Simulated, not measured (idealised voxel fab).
process module | voxel wiring stack
cross-section cut | 235 nm wide | cells 5 nm
A cross-section is a grid of square cells, given in bands from the top down. A band is one or more rows of cells.
Each band's line starts with the height of the band's top and of its bottom, in nm. Then come its materials from left to right, each with its width in nm. One material with "throughout" fills the band from edge to edge. "air" is empty space.
Height 0 is the level under which the wafer as received is all one material. The lowest band goes on downwards, as in "0 down".
A width such as "30 to 40" changes by the same amount from each row of cells to the next, from the band's top row to its bottom row.
"no change" after a step means that no cell of the cross-section changed.
closed voids: empty space of 8 cells or more with no open way to the top, each as width x height at its distance from the left edge, in nm
after a step's settings: what the simulator itself notes on the step
overlay nm, on a step with a mask: how far to the right of its planned place the mask lay; to the left if negative
plan
1 op RECEIVE | material Si
2 op CONFORMAL_DEP | material SiO2 | thk nm 10
3 op CONFORMAL_DEP | material SiN | thk nm 5
4 op DIRECTIONAL_DEP | material lowk | thk nm 25
5 op DIRECTIONAL_DEP | material aC | thk nm 15
6 op PATTERN | tone open | mask id METAL_1 | material resist | width nm 25 | pitch nm 45 | thk nm 30 | overlay nm 0
7 op DIRECTIONAL_ETCH | etch materials aC | depth nm 15
8 op STRIP | etch materials resist
9 op DIRECTIONAL_ETCH | etch materials lowk | depth nm 25
10 op DIRECTIONAL_ETCH | etch materials SiN | depth nm 5
11 op STRIP | etch materials aC
12 op CONFORMAL_DEP | material TiN | thk nm 5
13 op FILL_DEP | material Ru | thk nm 10
14 op CMP | height nm 40
15 op CONFORMAL_DEP | material SiCN | thk nm 5
16 op DIRECTIONAL_DEP | material lowk | thk nm 30
17 op PATTERN | tone open | mask id METAL_2_HOLES | material resist | width nm 15 | pitch nm 90 | thk nm 20 | overlay nm 0
18 op DIRECTIONAL_ETCH | etch materials lowk | depth nm 30
19 op STRIP | etch materials resist
20 op PATTERN | tone open | mask id METAL_2 | material resist | width nm 25 | pitch nm 45 | thk nm 15 | overlay nm 0
21 op DIRECTIONAL_ETCH | etch materials lowk | depth nm 15
22 op DIRECTIONAL_ETCH | etch materials SiCN | depth nm 5
23 op STRIP | etch materials resist
24 op CONFORMAL_DEP | material TiN | thk nm 5
25 op FILL_DEP | material Cu | thk nm 10
26 op CMP | height nm 75
27 op CONFORMAL_DEP | material SiCN | thk nm 5
28 op DIRECTIONAL_DEP | material SiO2 | thk nm 30
29 op MASKED_ETCH | tone open | mask id METAL_3 | width nm 25 | pitch nm 45 | etch materials SiO2 | depth nm 15 | overlay nm 0
30 op PATTERN | tone open | mask id METAL_3_HOLES | material resist | width nm 15 | pitch nm 90 | thk nm 20 | overlay nm 0
31 op DIRECTIONAL_ETCH | etch materials SiO2 | depth nm 15
32 op DIRECTIONAL_ETCH | etch materials SiCN | depth nm 5
33 op STRIP | etch materials resist
34 op CONFORMAL_DEP | material TiN | thk nm 5
35 op FILL_DEP | material Ru | thk nm 5
36 op CMP | height nm 110
37 op CONFORMAL_DEP | material SiN | thk nm 5
as received, after step 1
  0 down: Si throughout
  closed voids: none
first wafer at the end, as planned
  115 to 110: SiN throughout
  110 to 100: SiO2 60 | TiN 5 | Ru 15 | TiN 5 | SiO2 20 | TiN 5 | Ru 15 | TiN 5 | SiO2 20 | TiN 5 | Ru 15 | TiN 5 | SiO2 60
  100 to 95: SiO2 60 | TiN 5 | Ru 5 | TiN 15 | SiO2 20 | TiN 25 | SiO2 20 | TiN 5 | Ru 5 | TiN 15 | SiO2 60
  95 to 80: SiO2 60 | TiN 5 | Ru 5 | TiN 5 | SiO2 75 | TiN 5 | Ru 5 | TiN 5 | SiO2 70
  80 to 75: SiCN 60 | TiN 15 | SiCN 75 | TiN 15 | SiCN 70
  75 to 65: lowk 60 | TiN 5 | Cu 15 | TiN 5 | lowk 20 | TiN 5 | Cu 15 | TiN 5 | lowk 20 | TiN 5 | Cu 15 | TiN 5 | lowk 60
  65 to 60: lowk 60 | TiN 5 | Cu 5 | TiN 15 | lowk 20 | TiN 25 | lowk 20 | TiN 5 | Cu 5 | TiN 15 | lowk 60
  60 to 45: lowk 60 | TiN 5 | Cu 5 | TiN 5 | lowk 75 | TiN 5 | Cu 5 | TiN 5 | lowk 70
  45 to 40: SiCN 60 | TiN 15 | SiCN 75 | TiN 15 | SiCN 70
  40 to 15: lowk 60 | TiN 5 | Ru 15 | TiN 5 | lowk 20 | TiN 5 | Ru 15 | TiN 5 | lowk 20 | TiN 5 | Ru 15 | TiN 5 | lowk 60
  15 to 10: SiN 60 | TiN 25 | SiN 20 | TiN 25 | SiN 20 | TiN 25 | SiN 60
  10 to 0: SiO2 throughout
  0 down: Si throughout
  closed voids: none
second wafer at the end: like start, like plan, one mistake
  115 to 110: SiN throughout
  110 to 100: SiO2 60 | TiN 5 | Ru 15 | TiN 5 | SiO2 20 | TiN 5 | Ru 15 | TiN 5 | SiO2 20 | TiN 5 | Ru 15 | TiN 5 | SiO2 60
  100 to 95: SiO2 60 | TiN 5 | Ru 5 | TiN 15 | SiO2 20 | TiN 25 | SiO2 20 | TiN 5 | Ru 5 | TiN 15 | SiO2 60
  95 to 80: SiO2 60 | TiN 5 | Ru 5 | TiN 5 | SiO2 75 | TiN 5 | Ru 5 | TiN 5 | SiO2 70
  80 to 75: SiCN 60 | TiN 15 | SiCN 75 | TiN 15 | SiCN 70
  75 to 65: Cu throughout
  65 to 60: Cu 55 | TiN 25 | Cu 65 | TiN 25 | Cu 65
  60 to 50: Cu 55 | TiN 5 | lowk 15 | TiN 5 | Cu 65 | TiN 5 | lowk 15 | TiN 5 | Cu 65
  50 to 45: TiN 60 | lowk 15 | TiN 35 | Cu 15 | TiN 25 | lowk 15 | TiN 70
  45 to 40: SiCN 75 | TiN 10 | SiCN 20 | TiN 25 | SiCN 35 | TiN 10 | SiCN 60
  40 to 15: lowk 60 | TiN 5 | Ru 15 | TiN 5 | lowk 20 | TiN 5 | Ru 15 | TiN 5 | lowk 20 | TiN 5 | Ru 15 | TiN 5 | lowk 60
  15 to 10: SiN 60 | TiN 25 | SiN 20 | TiN 25 | SiN 20 | TiN 25 | SiN 60
  10 to 0: SiO2 throughout
  0 down: Si throughout
  closed voids: none
what went wrong: step 17 ran as: op PATTERN | tone cover | mask id METAL_2_HOLES | material resist | width nm 15 | pitch nm 90 | thk nm 20 | overlay nm 0
at the end the second wafer has, in cells: 182 more of Cu | 3 fewer of SiCN | 22 more of TiN | 201 fewer of lowk
